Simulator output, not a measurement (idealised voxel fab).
This section sets out a process module, namely voxel trench capacitor.
FYI the section here is cut, 285 nm wide, cells are 5 nm squares.
Cross-section spec: square-cell grid; bands listed top down; each band is one or more rows. Basically the band line says how high the top is and how high the bottom is, in nm, and then what's in it from left to right, every material with its width in nm. Empty space shows up as "blank", and if a single material carries "everywhere" it runs the full band edge to edge. Zero point of the height axis is 0; under it, received wafer = one material. Lowest band: continues down indefinitely, "0..down". Graded width ("30 to 40"): value in top row of band = first number; value in bottom row = second number; row-to-row change constant. "no change" means the step left every cell of the cross-section as it was. Closed empty spaces (no open way to the top) of 8 cells or more are what "Unvented cavities" lists, each as width x height at distance from the left edge, nm for all three. On a step's line, text after the settings is the simulator commenting on that step. If you see "overlay nm" on a step's line and that step has a mask, it's telling you how far right of where it was planned the mask ended up; a negative number means it went left instead.

-- Listed below are the process steps as planned
step 1: RECEIVE [material Si]
step 2: CONFORMAL_DEP [material SiN] [thk nm 10]
step 3: MASKED_ETCH [tone open] [mask id TRENCH] [width nm 25] [pitch nm 55] [etch materials SiN] [depth nm 10] [overlay nm 0]
step 4: MASKED_ETCH [tone open] [mask id TRENCH] [width nm 25] [pitch nm 55] [etch materials Si] [depth nm 40] [overlay nm 0]
step 5: CONFORMAL_DEP [material HfO2] [thk nm 5]
step 6: CONFORMAL_DEP [material TiN] [thk nm 5]
step 7: FILL_DEP [material W] [thk nm 10]
step 8: CMP [height nm 10]

-- What follows covers the first of two wafers; it ran as planned

-- So this is the incoming wafer in cross-section - it's already been through step 1
0..down = Si everywhere
Unvented cavities: none

-- The following cross-section depicts the wafer upon completion of step 2
10..0 = SiN everywhere
Nothing below the height 0 has changed.

-- The following cross-section depicts the wafer upon completion of step 3
10..0 = SiN (100) / blank (25) / SiN (30) / blank (25) / SiN (105)
Nothing below the height 0 has changed.

-- The following cross-section depicts the wafer upon completion of step 4
10..0 = SiN (100) / blank (25) / SiN (30) / blank (25) / SiN (105)
0..-40 = Si (100) / blank (25) / Si (30) / blank (25) / Si (105)
Nothing below the height -40 has changed.

-- The following cross-section depicts the wafer upon completion of step 5
15..10 = HfO2 (105) / blank (15) / HfO2 (40) / blank (15) / HfO2 (110)
10..0 = SiN (100) / HfO2 (5) / blank (15) / HfO2 (5) / SiN (30) / HfO2 (5) / blank (15) / HfO2 (5) / SiN (105)
0..-35 = Si (100) / HfO2 (5) / blank (15) / HfO2 (5) / Si (30) / HfO2 (5) / blank (15) / HfO2 (5) / Si (105)
-35..-40 = Si (100) / HfO2 (25) / Si (30) / HfO2 (25) / Si (105)
Nothing below the height -40 has changed.

-- The following cross-section depicts the wafer upon completion of step 6
20..15 = TiN (110) / blank (5) / TiN (50) / blank (5) / TiN (115)
15..10 = HfO2 (105) / TiN (5) / blank (5) / TiN (5) / HfO2 (40) / TiN (5) / blank (5) / TiN (5) / HfO2 (110)
10..0 = SiN (100) / HfO2 (5) / TiN (5) / blank (5) / TiN (5) / HfO2 (5) / SiN (30) / HfO2 (5) / TiN (5) / blank (5) / TiN (5) / HfO2 (5) / SiN (105)
0..-30 = Si (100) / HfO2 (5) / TiN (5) / blank (5) / TiN (5) / HfO2 (5) / Si (30) / HfO2 (5) / TiN (5) / blank (5) / TiN (5) / HfO2 (5) / Si (105)
-30..-35 = Si (100) / HfO2 (5) / TiN (15) / HfO2 (5) / Si (30) / HfO2 (5) / TiN (15) / HfO2 (5) / Si (105)
Nothing below the height -35 has changed.

-- The following cross-section depicts the wafer upon completion of step 7
30..20 = W everywhere
20..15 = TiN (110) / W (5) / TiN (50) / W (5) / TiN (115)
15..10 = HfO2 (105) / TiN (5) / W (5) / TiN (5) / HfO2 (40) / TiN (5) / W (5) / TiN (5) / HfO2 (110)
10..0 = SiN (100) / HfO2 (5) / TiN (5) / W (5) / TiN (5) / HfO2 (5) / SiN (30) / HfO2 (5) / TiN (5) / W (5) / TiN (5) / HfO2 (5) / SiN (105)
0..-30 = Si (100) / HfO2 (5) / TiN (5) / W (5) / TiN (5) / HfO2 (5) / Si (30) / HfO2 (5) / TiN (5) / W (5) / TiN (5) / HfO2 (5) / Si (105)
Nothing below the height -30 has changed.

-- The following cross-section depicts the wafer upon completion of step 8
10..0 = SiN (100) / HfO2 (5) / TiN (5) / W (5) / TiN (5) / HfO2 (5) / SiN (30) / HfO2 (5) / TiN (5) / W (5) / TiN (5) / HfO2 (5) / SiN (105)
Nothing below the height 0 has changed.

-- Wafer two of the pair: same origin, same plan, one error during the run; identical to wafer one up to and including step 3

-- Second wafer at the planned finish of step 4, seen in cross-section
10..0 = SiN (100) / blank (25) / SiN (30) / blank (25) / SiN (105)
0..-80 = Si (100) / blank (25) / Si (30) / blank (25) / Si (105)
Nothing below the height -80 has changed.

-- Second wafer at the planned finish of step 5, seen in cross-section
15..10 = HfO2 (105) / blank (15) / HfO2 (40) / blank (15) / HfO2 (110)
10..0 = SiN (100) / HfO2 (5) / blank (15) / HfO2 (5) / SiN (30) / HfO2 (5) / blank (15) / HfO2 (5) / SiN (105)
0..-75 = Si (100) / HfO2 (5) / blank (15) / HfO2 (5) / Si (30) / HfO2 (5) / blank (15) / HfO2 (5) / Si (105)
-75..-80 = Si (100) / HfO2 (25) / Si (30) / HfO2 (25) / Si (105)
Nothing below the height -80 has changed.

-- Second wafer at the planned finish of step 6, seen in cross-section
20..15 = TiN (110) / blank (5) / TiN (50) / blank (5) / TiN (115)
15..10 = HfO2 (105) / TiN (5) / blank (5) / TiN (5) / HfO2 (40) / TiN (5) / blank (5) / TiN (5) / HfO2 (110)
10..0 = SiN (100) / HfO2 (5) / TiN (5) / blank (5) / TiN (5) / HfO2 (5) / SiN (30) / HfO2 (5) / TiN (5) / blank (5) / TiN (5) / HfO2 (5) / SiN (105)
0..-70 = Si (100) / HfO2 (5) / TiN (5) / blank (5) / TiN (5) / HfO2 (5) / Si (30) / HfO2 (5) / TiN (5) / blank (5) / TiN (5) / HfO2 (5) / Si (105)
-70..-75 = Si (100) / HfO2 (5) / TiN (15) / HfO2 (5) / Si (30) / HfO2 (5) / TiN (15) / HfO2 (5) / Si (105)
Nothing below the height -75 has changed.

-- Second wafer at the planned finish of step 7, seen in cross-section
30..20 = W everywhere
20..15 = TiN (110) / W (5) / TiN (50) / W (5) / TiN (115)
15..10 = HfO2 (105) / TiN (5) / W (5) / TiN (5) / HfO2 (40) / TiN (5) / W (5) / TiN (5) / HfO2 (110)
10..0 = SiN (100) / HfO2 (5) / TiN (5) / W (5) / TiN (5) / HfO2 (5) / SiN (30) / HfO2 (5) / TiN (5) / W (5) / TiN (5) / HfO2 (5) / SiN (105)
0..-70 = Si (100) / HfO2 (5) / TiN (5) / W (5) / TiN (5) / HfO2 (5) / Si (30) / HfO2 (5) / TiN (5) / W (5) / TiN (5) / HfO2 (5) / Si (105)
Nothing below the height -70 has changed.

-- Second wafer at the planned finish of step 8, seen in cross-section
10..0 = SiN (100) / HfO2 (5) / TiN (5) / W (5) / TiN (5) / HfO2 (5) / SiN (30) / HfO2 (5) / TiN (5) / W (5) / TiN (5) / HfO2 (5) / SiN (105)
Nothing below the height 0 has changed.
What went wrong in running the wafer? twice over, step 4 of the plan was run
Once processing is complete, comparing cell counts shows that the second wafer has more or fewer of certain materials than the first: HfO2: 32 more | Si: 80 fewer | TiN: 32 more | W: 16 more
